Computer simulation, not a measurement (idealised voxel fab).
A process module follows: voxel self aligned vias.
The cross-section on display is named cut; it measures 260 nm wide, and its cells are 5 nm squares.
If you're reading a cross-section in this doc, picture square cells in a grid; it comes to you as bands, top ones listed first down to the bottom, and a band can be one or more rows of cells.
Look at the band entry: it leads with the top's height and the bottom's height in nm. Then it lists the materials left to right, with a width in nm for each. The word "all across" on a single material says that material fills the band edge to edge. The word "air" is empty space.
Ref level 0: as-received wafer is one material below here. Bottom band extends down with no lower bound ("from 0 down").
You'd read "30->40" like this: the band's top row of cells is as wide as the first number, its bottom row is as wide as the second, and going down, every row changes width by the same amount as the row before did.
Take "no modifications" at face value: in the step it is given for, the cross-section changed in none of its cells.
"Closed void catalog" contains a list of empty spaces, each no smaller than 8 cells and without an open way to the top, written in the form width x height at distance with the distance from the left edge and all three in nm.
If you see something after the settings on a step's line, that's the simulator's own remark about that step.
When a step includes a mask, the "overlay nm" setting on its line states how far to the right of its planned place that mask lay, and negative values state how far to the left.
[Steps planned for the process]
- 1: RECEIVE (material Si)
- 2: CONFORMAL_DEP (material SiO2; thk nm 15)
- 3: CONFORMAL_DEP (material SiCN; thk nm 5)
- 4: DIRECTIONAL_DEP (material lowk; thk nm 25)
- 5: DIRECTIONAL_DEP (material aC; thk nm 10)
- 6: PATTERN (tone open; mask id LINES; material resist; width nm 30; pitch nm 65; thk nm 25; overlay nm 0)
- 7: DIRECTIONAL_ETCH (etch materials aC; depth nm 10)
- 8: STRIP (etch materials resist)
- 9: DIRECTIONAL_ETCH (etch materials lowk; depth nm 25)
- 10: STRIP (etch materials aC)
- 11: CONFORMAL_DEP (material TiN; thk nm 5)
- 12: FILL_DEP (material W; thk nm 5)
- 13: CMP (height nm 45)
- 14: SELECTIVE_ETCH (etch materials W Ru TiN; depth nm 10)
- 15: FILL_DEP (material SiN; thk nm 10)
- 16: CMP (height nm 45)
- 17: DIRECTIONAL_DEP (material lowk; thk nm 15)
- 18: PATTERN (tone open; mask id VIAS; material resist; width nm 40; pitch nm 65; thk nm 15; overlay nm 0)
- 19: DIRECTIONAL_ETCH (etch materials lowk; depth nm 15)
- 20: DIRECTIONAL_ETCH (etch materials SiN; depth nm 10)
- 21: STRIP (etch materials resist)
- 22: CONFORMAL_DEP (material TiN; thk nm 5)
- 23: FILL_DEP (material Ru; thk nm 10)
- 24: CMP (height nm 60)
- 25: CONFORMAL_DEP (material SiCN; thk nm 5)
Quick note for whoever runs this: the wafers start identical, but the width nm at step 18 isn't the same across them. The plan just shows what the first wafer had.
[Cross-sectional view of the first of several wafers in the as-received condition, corresponding to the state following step 1]
> from 0 down = Si all across
> Closed void catalog: none
[wafer rows; end of module; cells per material since receipt: (+) gained, (-) lost; then closed voids]
width nm 40; +40 Ru; +104 SiCN; +156 SiO2; +52 TiN; +16 W; +308 lowk; Closed void catalog: none
width nm 45; +44 Ru; +104 SiCN; +156 SiO2; +54 TiN; +16 W; +302 lowk; Closed void catalog: none
width nm 50; +48 Ru; +104 SiCN; +156 SiO2; +56 TiN; +16 W; +296 lowk; Closed void catalog: none
